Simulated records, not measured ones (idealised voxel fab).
process module | voxel trench capacitor
cross-section cut | 205 nm wide | cells 5 nm
A cross-section is a grid of square cells, given in bands from the top down. A band is one or more rows of cells.
Each band's line starts with the height of the band's top and of its bottom, in nm. Then come its materials from left to right, each with its width in nm. One material with "throughout" fills the band from edge to edge. "air" is empty space.
Height 0 is the level under which the wafer as received is all one material. The lowest band goes on downwards, as in "0 down".
A width such as "30 to 40" changes by the same amount from each row of cells to the next, from the band's top row to its bottom row.
"no change" after a step means that no cell of the cross-section changed.
closed voids: empty space of 8 cells or more with no open way to the top, each as width x height at its distance from the left edge, in nm
after a step's settings: what the simulator itself notes on the step
overlay nm, on a step with a mask: how far to the right of its planned place the mask lay; to the left if negative
Each pair below shows a cross-section before one step and the cross-section after it, down to the lowest band that changed. The line under each pair gives the step between them, with its settings. The pairs can come from different runs of this module on the same starting wafer, so a pair continues from the pair above only where its "before" says so.
before
  0 down: Si throughout
  closed voids: none
after
  10 to 0: SiN throughout
  below 0: unchanged
  closed voids: none
the step between: op CONFORMAL_DEP | material SiN | thk nm 10
before: the cross-section after the pair above
after
  25 to 10: aC throughout
  below 10: unchanged
  closed voids: none
the step between: op DIRECTIONAL_DEP | material aC | thk nm 15
before: the cross-section after the pair above
after
  60 to 25: resist 40 | air 25 | resist 25 | air 25 | resist 25 | air 25 | resist 40
  below 25: unchanged
  closed voids: none
the step between: op PATTERN | tone open | mask id TRENCH | material resist | width nm 25 | pitch nm 50 | thk nm 35 | overlay nm 0
before: the cross-section after the pair above
after
  45 to 25: resist 40 | air 25 | resist 25 | air 25 | resist 25 | air 25 | resist 40
  25 to 10: aC 40 | air 25 | aC 25 | air 25 | aC 25 | air 25 | aC 40
  below 10: unchanged
  closed voids: none
the step between: op DIRECTIONAL_ETCH | etch materials aC | depth nm 15
before: the cross-section after the pair above
after
  25 to 10: aC 40 | air 25 | aC 25 | air 25 | aC 25 | air 25 | aC 40
  below 10: unchanged
  closed voids: none
the step between: op STRIP | etch materials resist
before: the cross-section after the pair above
after
  25 to 10: aC 40 | air 25 | aC 25 | air 25 | aC 25 | air 25 | aC 40
  10 to 0: SiN 40 | air 25 | SiN 25 | air 25 | SiN 25 | air 25 | SiN 40
  below 0: unchanged
  closed voids: none
the step between: op DIRECTIONAL_ETCH | etch materials SiN | depth nm 10
before: the cross-section after the pair above
after
  25 to 10: aC 40 | air 25 | aC 25 | air 25 | aC 25 | air 25 | aC 40
  10 to 0: SiN 40 | air 25 | SiN 25 | air 25 | SiN 25 | air 25 | SiN 40
  0 to -25: Si 40 | air 25 | Si 25 | air 25 | Si 25 | air 25 | Si 40
  below -25: unchanged
  closed voids: none
the step between: op DIRECTIONAL_ETCH | etch materials Si | depth nm 25
before: the cross-section after the pair above
after
  10 to 0: SiN 40 | air 25 | SiN 25 | air 25 | SiN 25 | air 25 | SiN 40
  below 0: unchanged
  closed voids: none
the step between: op STRIP | etch materials aC
before: the cross-section after the pair above
after
  15 to 10: SiO2 45 | air 15 | SiO2 35 | air 15 | SiO2 35 | air 15 | SiO2 45
  10 to 0: SiN 40 | SiO2 5 | air 15 | SiO2 5 | SiN 25 | SiO2 5 | air 15 | SiO2 5 | SiN 25 | SiO2 5 | air 15 | SiO2 5 | SiN 40
  0 to -20: Si 40 | SiO2 5 | air 15 | SiO2 5 | Si 25 | SiO2 5 | air 15 | SiO2 5 | Si 25 | SiO2 5 | air 15 | SiO2 5 | Si 40
  -20 to -25: Si 40 | SiO2 25 | Si 25 | SiO2 25 | Si 25 | SiO2 25 | Si 40
  below -25: unchanged
  closed voids: none
the step between: op CONFORMAL_DEP | material SiO2 | thk nm 5
before: the cross-section after the pair above
after
  25 to 15: polySi throughout
  15 to 10: SiO2 45 | polySi 15 | SiO2 35 | polySi 15 | SiO2 35 | polySi 15 | SiO2 45
  10 to 0: SiN 40 | SiO2 5 | polySi 15 | SiO2 5 | SiN 25 | SiO2 5 | polySi 15 | SiO2 5 | SiN 25 | SiO2 5 | polySi 15 | SiO2 5 | SiN 40
  0 to -20: Si 40 | SiO2 5 | polySi 15 | SiO2 5 | Si 25 | SiO2 5 | polySi 15 | SiO2 5 | Si 25 | SiO2 5 | polySi 15 | SiO2 5 | Si 40
  below -20: unchanged
  closed voids: none
the step between: op FILL_DEP | material polySi | thk nm 10
before: the cross-section after the pair above
after
  10 to 0: SiN 40 | SiO2 5 | polySi 15 | SiO2 5 | SiN 25 | SiO2 5 | polySi 15 | SiO2 5 | SiN 25 | SiO2 5 | polySi 15 | SiO2 5 | SiN 40
  below 0: unchanged
  closed voids: none
the step between: op CMP | height nm 10
before
  25 to 10: aC 40 | air 25 | aC 25 | air 25 | aC 25 | air 25 | aC 40
  10 to 0: SiN 40 | air 25 | SiN 25 | air 25 | SiN 25 | air 25 | SiN 40
  0 to -25: Si 40 | air 25 | Si 25 | air 25 | Si 25 | air 25 | Si 40
  -25 down: Si throughout
  closed voids: none
after
  25 to 10: aC 40 | air 25 | aC 25 | air 25 | aC 25 | air 25 | aC 40
  10 to 0: SiN 40 | air 25 | SiN 25 | air 25 | SiN 25 | air 25 | SiN 40
  0 to -50: Si 40 | air 25 | Si 25 | air 25 | Si 25 | air 25 | Si 40
  below -50: unchanged
  closed voids: none
the step between: op DIRECTIONAL_ETCH | etch materials Si | depth nm 25
before: the cross-section after the pair above
after
  10 to 0: SiN 40 | air 25 | SiN 25 | air 25 | SiN 25 | air 25 | SiN 40
  below 0: unchanged
  closed voids: none
the step between: op STRIP | etch materials aC
before: the cross-section after the pair above
after
  15 to 10: SiO2 45 | air 15 | SiO2 35 | air 15 | SiO2 35 | air 15 | SiO2 45
  10 to 0: SiN 40 | SiO2 5 | air 15 | SiO2 5 | SiN 25 | SiO2 5 | air 15 | SiO2 5 | SiN 25 | SiO2 5 | air 15 | SiO2 5 | SiN 40
  0 to -45: Si 40 | SiO2 5 | air 15 | SiO2 5 | Si 25 | SiO2 5 | air 15 | SiO2 5 | Si 25 | SiO2 5 | air 15 | SiO2 5 | Si 40
  -45 to -50: Si 40 | SiO2 25 | Si 25 | SiO2 25 | Si 25 | SiO2 25 | Si 40
  below -50: unchanged
  closed voids: none
the step between: op CONFORMAL_DEP | material SiO2 | thk nm 5
before: the cross-section after the pair above
after
  25 to 15: polySi throughout
  15 to 10: SiO2 45 | polySi 15 | SiO2 35 | polySi 15 | SiO2 35 | polySi 15 | SiO2 45
  10 to 0: SiN 40 | SiO2 5 | polySi 15 | SiO2 5 | SiN 25 | SiO2 5 | polySi 15 | SiO2 5 | SiN 25 | SiO2 5 | polySi 15 | SiO2 5 | SiN 40
  0 to -45: Si 40 | SiO2 5 | polySi 15 | SiO2 5 | Si 25 | SiO2 5 | polySi 15 | SiO2 5 | Si 25 | SiO2 5 | polySi 15 | SiO2 5 | Si 40
  below -45: unchanged
  closed voids: none
the step between: op FILL_DEP | material polySi | thk nm 10
before: the cross-section after the pair above
after
  10 to 0: SiN 40 | SiO2 5 | polySi 15 | SiO2 5 | SiN 25 | SiO2 5 | polySi 15 | SiO2 5 | SiN 25 | SiO2 5 | polySi 15 | SiO2 5 | SiN 40
  below 0: unchanged
  closed voids: none
the step between: op CMP | height nm 10
before
  25 to 10: aC 40 | air 25 | aC 25 | air 25 | aC 25 | air 25 | aC 40
  10 to 0: SiN 40 | air 25 | SiN 25 | air 25 | SiN 25 | air 25 | SiN 40
  0 down: Si throughout
  closed voids: none
after
  10 to 0: SiN 40 | air 25 | SiN 25 | air 25 | SiN 25 | air 25 | SiN 40
  below 0: unchanged
  closed voids: none
the step between: op STRIP | etch materials aC
before: the cross-section after the pair above
after
  10 to 0: SiN 40 | air 25 | SiN 25 | air 25 | SiN 25 | air 25 | SiN 40
  0 to -25: Si 40 | air 25 | Si 25 | air 25 | Si 25 | air 25 | Si 40
  below -25: unchanged
  closed voids: none
the step between: op DIRECTIONAL_ETCH | etch materials Si | depth nm 25
before
  25 to 10: aC 40 | air 25 | aC 25 | air 25 | aC 25 | air 25 | aC 40
  10 to 0: SiN 40 | air 25 | SiN 25 | air 25 | SiN 25 | air 25 | SiN 40
  0 down: Si throughout
  closed voids: none
after
  25 to 10: aC 40 | air 25 | aC 25 | air 25 | aC 25 | air 25 | aC 40
  10 to 0: SiN 40 | air 25 | SiN 25 | air 25 | SiN 25 | air 25 | SiN 40
  0 to -30: Si 40 | air 25 | Si 25 | air 25 | Si 25 | air 25 | Si 40
  below -30: unchanged
  closed voids: none
the step between: op DIRECTIONAL_ETCH | etch materials Si | depth nm 30
before: the cross-section after the pair above
after
  10 to 0: SiN 40 | air 25 | SiN 25 | air 25 | SiN 25 | air 25 | SiN 40
  below 0: unchanged
  closed voids: none
the step between: op STRIP | etch materials aC
before: the cross-section after the pair above
after
  15 to 10: SiO2 45 | air 15 | SiO2 35 | air 15 | SiO2 35 | air 15 | SiO2 45
  10 to 0: SiN 40 | SiO2 5 | air 15 | SiO2 5 | SiN 25 | SiO2 5 | air 15 | SiO2 5 | SiN 25 | SiO2 5 | air 15 | SiO2 5 | SiN 40
  0 to -25: Si 40 | SiO2 5 | air 15 | SiO2 5 | Si 25 | SiO2 5 | air 15 | SiO2 5 | Si 25 | SiO2 5 | air 15 | SiO2 5 | Si 40
  -25 to -30: Si 40 | SiO2 25 | Si 25 | SiO2 25 | Si 25 | SiO2 25 | Si 40
  below -30: unchanged
  closed voids: none
the step between: op CONFORMAL_DEP | material SiO2 | thk nm 5
before: the cross-section after the pair above
after
  25 to 15: polySi throughout
  15 to 10: SiO2 45 | polySi 15 | SiO2 35 | polySi 15 | SiO2 35 | polySi 15 | SiO2 45
  10 to 0: SiN 40 | SiO2 5 | polySi 15 | SiO2 5 | SiN 25 | SiO2 5 | polySi 15 | SiO2 5 | SiN 25 | SiO2 5 | polySi 15 | SiO2 5 | SiN 40
  0 to -25: Si 40 | SiO2 5 | polySi 15 | SiO2 5 | Si 25 | SiO2 5 | polySi 15 | SiO2 5 | Si 25 | SiO2 5 | polySi 15 | SiO2 5 | Si 40
  below -25: unchanged
  closed voids: none
the step between: op FILL_DEP | material polySi | thk nm 10
before: the cross-section after the pair above
after
  10 to 0: SiN 40 | SiO2 5 | polySi 15 | SiO2 5 | SiN 25 | SiO2 5 | polySi 15 | SiO2 5 | SiN 25 | SiO2 5 | polySi 15 | SiO2 5 | SiN 40
  below 0: unchanged
  closed voids: none
the step between: op CMP | height nm 10
before
  25 to 10: aC throughout
  10 to 0: SiN throughout
  0 down: Si throughout
  closed voids: none
after
  60 to 25: resist 40 | air 30 | resist 20 | air 30 | resist 20 | air 30 | resist 35
  below 25: unchanged
  closed voids: none
the step between: op PATTERN | tone open | mask id TRENCH | material resist | width nm 30 | pitch nm 50 | thk nm 35 | overlay nm 0
before: the cross-section after the pair above
after
  45 to 25: resist 40 | air 30 | resist 20 | air 30 | resist 20 | air 30 | resist 35
  25 to 10: aC 40 | air 30 | aC 20 | air 30 | aC 20 | air 30 | aC 35
  below 10: unchanged
  closed voids: none
the step between: op DIRECTIONAL_ETCH | etch materials aC | depth nm 15
before: the cross-section after the pair above
after
  25 to 10: aC 40 | air 30 | aC 20 | air 30 | aC 20 | air 30 | aC 35
  below 10: unchanged
  closed voids: none
the step between: op STRIP | etch materials resist
before: the cross-section after the pair above
after
  25 to 10: aC 40 | air 30 | aC 20 | air 30 | aC 20 | air 30 | aC 35
  10 to 0: SiN 40 | air 30 | SiN 20 | air 30 | SiN 20 | air 30 | SiN 35
  below 0: unchanged
  closed voids: none
the step between: op DIRECTIONAL_ETCH | etch materials SiN | depth nm 10
before: the cross-section after the pair above
after
  25 to 10: aC 40 | air 30 | aC 20 | air 30 | aC 20 | air 30 | aC 35
  10 to 0: SiN 40 | air 30 | SiN 20 | air 30 | SiN 20 | air 30 | SiN 35
  0 to -25: Si 40 | air 30 | Si 20 | air 30 | Si 20 | air 30 | Si 35
  below -25: unchanged
  closed voids: none
the step between: op DIRECTIONAL_ETCH | etch materials Si | depth nm 25
before: the cross-section after the pair above
after
  10 to 0: SiN 40 | air 30 | SiN 20 | air 30 | SiN 20 | air 30 | SiN 35
  below 0: unchanged
  closed voids: none
the step between: op STRIP | etch materials aC
before: the cross-section after the pair above
after
  15 to 10: SiO2 45 | air 20 | SiO2 30 | air 20 | SiO2 30 | air 20 | SiO2 40
  10 to 0: SiN 40 | SiO2 5 | air 20 | SiO2 5 | SiN 20 | SiO2 5 | air 20 | SiO2 5 | SiN 20 | SiO2 5 | air 20 | SiO2 5 | SiN 35
  0 to -20: Si 40 | SiO2 5 | air 20 | SiO2 5 | Si 20 | SiO2 5 | air 20 | SiO2 5 | Si 20 | SiO2 5 | air 20 | SiO2 5 | Si 35
  -20 to -25: Si 40 | SiO2 30 | Si 20 | SiO2 30 | Si 20 | SiO2 30 | Si 35
  below -25: unchanged
  closed voids: none
the step between: op CONFORMAL_DEP | material SiO2 | thk nm 5
before: the cross-section after the pair above
after
  25 to 15: polySi throughout
  15 to 10: SiO2 45 | polySi 20 | SiO2 30 | polySi 20 | SiO2 30 | polySi 20 | SiO2 40
  10 to 0: SiN 40 | SiO2 5 | polySi 20 | SiO2 5 | SiN 20 | SiO2 5 | polySi 20 | SiO2 5 | SiN 20 | SiO2 5 | polySi 20 | SiO2 5 | SiN 35
  0 to -20: Si 40 | SiO2 5 | polySi 20 | SiO2 5 | Si 20 | SiO2 5 | polySi 20 | SiO2 5 | Si 20 | SiO2 5 | polySi 20 | SiO2 5 | Si 35
  below -20: unchanged
  closed voids: none
the step between: op FILL_DEP | material polySi | thk nm 10
before: the cross-section after the pair above
after
  10 to 0: SiN 40 | SiO2 5 | polySi 20 | SiO2 5 | SiN 20 | SiO2 5 | polySi 20 | SiO2 5 | SiN 20 | SiO2 5 | polySi 20 | SiO2 5 | SiN 35
  below 0: unchanged
  closed voids: none
the step between: op CMP | height nm 10
before
  25 to 10: aC throughout
  10 to 0: SiN throughout
  0 down: Si throughout
  closed voids: none
after
  60 to 25: resist 45 | air 25 | resist 25 | air 25 | resist 25 | air 25 | resist 35
  below 25: unchanged
  closed voids: none
the step between: op PATTERN | tone open | mask id TRENCH | material resist | width nm 25 | pitch nm 50 | thk nm 35 | overlay nm 5
before: the cross-section after the pair above
after
  45 to 25: resist 45 | air 25 | resist 25 | air 25 | resist 25 | air 25 | resist 35
  25 to 10: aC 45 | air 25 | aC 25 | air 25 | aC 25 | air 25 | aC 35
  below 10: unchanged
  closed voids: none
the step between: op DIRECTIONAL_ETCH | etch materials aC | depth nm 15
before: the cross-section after the pair above
after
  25 to 10: aC 45 | air 25 | aC 25 | air 25 | aC 25 | air 25 | aC 35
  below 10: unchanged
  closed voids: none
the step between: op STRIP | etch materials resist
before: the cross-section after the pair above
after
  25 to 10: aC 45 | air 25 | aC 25 | air 25 | aC 25 | air 25 | aC 35
  10 to 0: SiN 45 | air 25 | SiN 25 | air 25 | SiN 25 | air 25 | SiN 35
  below 0: unchanged
  closed voids: none
the step between: op DIRECTIONAL_ETCH | etch materials SiN | depth nm 10
before: the cross-section after the pair above
after
  25 to 10: aC 45 | air 25 | aC 25 | air 25 | aC 25 | air 25 | aC 35
  10 to 0: SiN 45 | air 25 | SiN 25 | air 25 | SiN 25 | air 25 | SiN 35
  0 to -25: Si 45 | air 25 | Si 25 | air 25 | Si 25 | air 25 | Si 35
  below -25: unchanged
  closed voids: none
the step between: op DIRECTIONAL_ETCH | etch materials Si | depth nm 25
before: the cross-section after the pair above
after
  10 to 0: SiN 45 | air 25 | SiN 25 | air 25 | SiN 25 | air 25 | SiN 35
  below 0: unchanged
  closed voids: none
the step between: op STRIP | etch materials aC
before: the cross-section after the pair above
after
  15 to 10: SiO2 50 | air 15 | SiO2 35 | air 15 | SiO2 35 | air 15 | SiO2 40
  10 to 0: SiN 45 | SiO2 5 | air 15 | SiO2 5 | SiN 25 | SiO2 5 | air 15 | SiO2 5 | SiN 25 | SiO2 5 | air 15 | SiO2 5 | SiN 35
  0 to -20: Si 45 | SiO2 5 | air 15 | SiO2 5 | Si 25 | SiO2 5 | air 15 | SiO2 5 | Si 25 | SiO2 5 | air 15 | SiO2 5 | Si 35
  -20 to -25: Si 45 | SiO2 25 | Si 25 | SiO2 25 | Si 25 | SiO2 25 | Si 35
  below -25: unchanged
  closed voids: none
the step between: op CONFORMAL_DEP | material SiO2 | thk nm 5
before: the cross-section after the pair above
after
  25 to 15: polySi throughout
  15 to 10: SiO2 50 | polySi 15 | SiO2 35 | polySi 15 | SiO2 35 | polySi 15 | SiO2 40
  10 to 0: SiN 45 | SiO2 5 | polySi 15 | SiO2 5 | SiN 25 | SiO2 5 | polySi 15 | SiO2 5 | SiN 25 | SiO2 5 | polySi 15 | SiO2 5 | SiN 35
  0 to -20: Si 45 | SiO2 5 | polySi 15 | SiO2 5 | Si 25 | SiO2 5 | polySi 15 | SiO2 5 | Si 25 | SiO2 5 | polySi 15 | SiO2 5 | Si 35
  below -20: unchanged
  closed voids: none
the step between: op FILL_DEP | material polySi | thk nm 10
before: the cross-section after the pair above
after
  10 to 0: SiN 45 | SiO2 5 | polySi 15 | SiO2 5 | SiN 25 | SiO2 5 | polySi 15 | SiO2 5 | SiN 25 | SiO2 5 | polySi 15 | SiO2 5 | SiN 35
  below 0: unchanged
  closed voids: none
the step between: op CMP | height nm 10
before
  0 down: Si throughout
  closed voids: none
after
  10 to 0: polySi throughout
  below 0: unchanged
  closed voids: none
the step between: op CONFORMAL_DEP | material polySi | thk nm 10
before: the cross-section after the pair above
after
  25 to 10: aC throughout
  below 10: unchanged
  closed voids: none
the step between: op DIRECTIONAL_DEP | material aC | thk nm 15
before: the cross-section after the pair above
after
  60 to 25: resist 40 | air 25 | resist 25 | air 25 | resist 25 | air 25 | resist 40
  below 25: unchanged
  closed voids: none
the step between: op PATTERN | tone open | mask id TRENCH | material resist | width nm 25 | pitch nm 50 | thk nm 35 | overlay nm 0
before: the cross-section after the pair above
after
  45 to 25: resist 40 | air 25 | resist 25 | air 25 | resist 25 | air 25 | resist 40
  25 to 10: aC 40 | air 25 | aC 25 | air 25 | aC 25 | air 25 | aC 40
  below 10: unchanged
  closed voids: none
the step between: op DIRECTIONAL_ETCH | etch materials aC | depth nm 15
before: the cross-section after the pair above
after
  25 to 10: aC 40 | air 25 | aC 25 | air 25 | aC 25 | air 25 | aC 40
  below 10: unchanged
  closed voids: none
the step between: op STRIP | etch materials resist
before: the cross-section after the pair above
after
  25 to 10: aC 40 | air 25 | aC 25 | air 25 | aC 25 | air 25 | aC 40
  10 to 0: polySi 40 | air 25 | polySi 25 | air 25 | polySi 25 | air 25 | polySi 40
  0 to -15: Si 40 | air 25 | Si 25 | air 25 | Si 25 | air 25 | Si 40
  below -15: unchanged
  closed voids: none
the step between: op DIRECTIONAL_ETCH | etch materials Si | depth nm 25
before: the cross-section after the pair above
after
  10 to 0: polySi 40 | air 25 | polySi 25 | air 25 | polySi 25 | air 25 | polySi 40
  below 0: unchanged
  closed voids: none
the step between: op STRIP | etch materials aC
before: the cross-section after the pair above
after
  15 to 10: SiO2 45 | air 15 | SiO2 35 | air 15 | SiO2 35 | air 15 | SiO2 45
  10 to 0: polySi 40 | SiO2 5 | air 15 | SiO2 5 | polySi 25 | SiO2 5 | air 15 | SiO2 5 | polySi 25 | SiO2 5 | air 15 | SiO2 5 | polySi 40
  0 to -10: Si 40 | SiO2 5 | air 15 | SiO2 5 | Si 25 | SiO2 5 | air 15 | SiO2 5 | Si 25 | SiO2 5 | air 15 | SiO2 5 | Si 40
  -10 to -15: Si 40 | SiO2 25 | Si 25 | SiO2 25 | Si 25 | SiO2 25 | Si 40
  below -15: unchanged
  closed voids: none
the step between: op CONFORMAL_DEP | material SiO2 | thk nm 5
before: the cross-section after the pair above
after
  25 to 15: polySi throughout
  15 to 10: SiO2 45 | polySi 15 | SiO2 35 | polySi 15 | SiO2 35 | polySi 15 | SiO2 45
  10 to 0: polySi 40 | SiO2 5 | polySi 15 | SiO2 5 | polySi 25 | SiO2 5 | polySi 15 | SiO2 5 | polySi 25 | SiO2 5 | polySi 15 | SiO2 5 | polySi 40
  0 to -10: Si 40 | SiO2 5 | polySi 15 | SiO2 5 | Si 25 | SiO2 5 | polySi 15 | SiO2 5 | Si 25 | SiO2 5 | polySi 15 | SiO2 5 | Si 40
  below -10: unchanged
  closed voids: none
the step between: op FILL_DEP | material polySi | thk nm 10
before: the cross-section after the pair above
after
  10 to 0: polySi 40 | SiO2 5 | polySi 15 | SiO2 5 | polySi 25 | SiO2 5 | polySi 15 | SiO2 5 | polySi 25 | SiO2 5 | polySi 15 | SiO2 5 | polySi 40
  below 0: unchanged
  closed voids: none
the step between: op CMP | height nm 10
before
  25 to 10: aC throughout
  10 to 0: SiN throughout
  0 down: Si throughout
  closed voids: none
after
  60 to 25: air 40 | resist 25 | air 25 | resist 25 | air 25 | resist 25 | air 40
  below 25: unchanged
  closed voids: none
the step between: op PATTERN | tone cover | mask id TRENCH | material resist | width nm 25 | pitch nm 50 | thk nm 35 | overlay nm 0
before: the cross-section after the pair above
after
  45 to 25: air 40 | resist 25 | air 25 | resist 25 | air 25 | resist 25 | air 40
  25 to 10: air 40 | aC 25 | air 25 | aC 25 | air 25 | aC 25 | air 40
  below 10: unchanged
  closed voids: none
the step between: op DIRECTIONAL_ETCH | etch materials aC | depth nm 15
before: the cross-section after the pair above
after
  25 to 10: air 40 | aC 25 | air 25 | aC 25 | air 25 | aC 25 | air 40
  below 10: unchanged
  closed voids: none
the step between: op STRIP | etch materials resist
before: the cross-section after the pair above
after
  25 to 10: air 40 | aC 25 | air 25 | aC 25 | air 25 | aC 25 | air 40
  10 to 0: air 40 | SiN 25 | air 25 | SiN 25 | air 25 | SiN 25 | air 40
  below 0: unchanged
  closed voids: none
the step between: op DIRECTIONAL_ETCH | etch materials SiN | depth nm 10
before: the cross-section after the pair above
after
  25 to 10: air 40 | aC 25 | air 25 | aC 25 | air 25 | aC 25 | air 40
  10 to 0: air 40 | SiN 25 | air 25 | SiN 25 | air 25 | SiN 25 | air 40
  0 to -25: air 40 | Si 25 | air 25 | Si 25 | air 25 | Si 25 | air 40
  below -25: unchanged
  closed voids: none
the step between: op DIRECTIONAL_ETCH | etch materials Si | depth nm 25
before: the cross-section after the pair above
after
  10 to 0: air 40 | SiN 25 | air 25 | SiN 25 | air 25 | SiN 25 | air 40
  below 0: unchanged
  closed voids: none
the step between: op STRIP | etch materials aC
before: the cross-section after the pair above
after
  15 to 10: air 35 | SiO2 35 | air 15 | SiO2 35 | air 15 | SiO2 35 | air 35
  10 to 0: air 35 | SiO2 5 | SiN 25 | SiO2 5 | air 15 | SiO2 5 | SiN 25 | SiO2 5 | air 15 | SiO2 5 | SiN 25 | SiO2 5 | air 35
  0 to -20: air 35 | SiO2 5 | Si 25 | SiO2 5 | air 15 | SiO2 5 | Si 25 | SiO2 5 | air 15 | SiO2 5 | Si 25 | SiO2 5 | air 35
  -20 to -25: SiO2 40 | Si 25 | SiO2 25 | Si 25 | SiO2 25 | Si 25 | SiO2 40
  below -25: unchanged
  closed voids: none
the step between: op CONFORMAL_DEP | material SiO2 | thk nm 5
before: the cross-section after the pair above
after
  25 to 15: polySi throughout
  15 to 10: polySi 35 | SiO2 35 | polySi 15 | SiO2 35 | polySi 15 | SiO2 35 | polySi 35
  10 to 0: polySi 35 | SiO2 5 | SiN 25 | SiO2 5 | polySi 15 | SiO2 5 | SiN 25 | SiO2 5 | polySi 15 | SiO2 5 | SiN 25 | SiO2 5 | polySi 35
  0 to -20: polySi 35 | SiO2 5 | Si 25 | SiO2 5 | polySi 15 | SiO2 5 | Si 25 | SiO2 5 | polySi 15 | SiO2 5 | Si 25 | SiO2 5 | polySi 35
  below -20: unchanged
  closed voids: none
the step between: op FILL_DEP | material polySi | thk nm 10
before: the cross-section after the pair above
after
  10 to 0: polySi 35 | SiO2 5 | SiN 25 | SiO2 5 | polySi 15 | SiO2 5 | SiN 25 | SiO2 5 | polySi 15 | SiO2 5 | SiN 25 | SiO2 5 | polySi 35
  below 0: unchanged
  closed voids: none
the step between: op CMP | height nm 10
